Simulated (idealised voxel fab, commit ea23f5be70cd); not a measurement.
process module | voxel plated lines
155 nm wide, 5 nm square cells: that's cross-section cut.
Notation: cross-section as square-cell grid; stated in bands, top first, going down; one or more cell rows per band.
The band entry comprises the height of the band's top followed by the height of its bottom, expressed in nm, and subsequently the band's materials from left to right, each stated together with its width in nm. Where a single material is marked with the word "all across", that material fills the band from edge to edge. The word "empty" represents empty space.
Height reference: 0 = level under which incoming wafer is all one material. Lowest band: no bottom, runs on downward, e.g. "0 nm and below".
The two numbers in a width such as "30..40" mark its ends across the band: the first belongs to the top row of cells, the second to the bottom row, and from each row to the next the width moves by the same amount.
"changes: none", as given for a step, is the statement that not any cell of the cross-section underwent a change during that step.
"Closed void register" - sealed voids, min. 8 cells, no opening to top; format: width x height at distance (distance from left edge; nm throughout).
Note: text after step settings on the step line = simulator remark on that step.
The setting "overlay nm" may be written on the line of a step. When the step uses a mask, the value reports how far to the right of the planned place the mask lay, and a negative value reports that it lay to the left.
Process steps foreseen in the plan:
step 1: RECEIVE [material Si]
step 2: CONFORMAL_DEP [material SiO2] [thk nm 15]
step 3: DIRECTIONAL_DEP [material TiN] [thk nm 5]
step 4: PATTERN [tone open] [mask id LINES] [material resist] [width nm 25] [pitch nm 45] [thk nm 35] [overlay nm 0]
step 5: EPI [material Ru] [thk nm 10]
step 6: EPI [material Ru] [thk nm 5]
step 7: EPI [material Ru] [thk nm 10]
step 8: STRIP [etch materials resist]
step 9: DIRECTIONAL_ETCH [etch materials TiN] [depth nm 5]
step 10: CONFORMAL_DEP [material SiCN] [thk nm 5]
Wafer as received: cross-section following step 1:
  0 nm and below  Si all across
  Closed void register: none
End-of-module cross-section. Starting structure and process plan as above; one mistake made in running it:
  50 nm to 45 nm  35 of empty, 35 of SiCN, 10 of empty, 35 of SiCN, 40 of empty
  45 nm to 20 nm  35 of empty, 5 of SiCN, 25 of Ru, 5 of SiCN, 10 of empty, 5 of SiCN, 25 of Ru, 5 of SiCN, 40 of empty
  20 nm to 15 nm  40 of SiCN, 25 of TiN, 20 of SiCN, 25 of TiN, 45 of SiCN
  15 nm to 0 nm  TiN all across
  0 nm and below  Si all across
  Closed void register: none
Diagnosis: planned and actual differ for step 2; actual: CONFORMAL_DEP [material TiN] [thk nm 15]
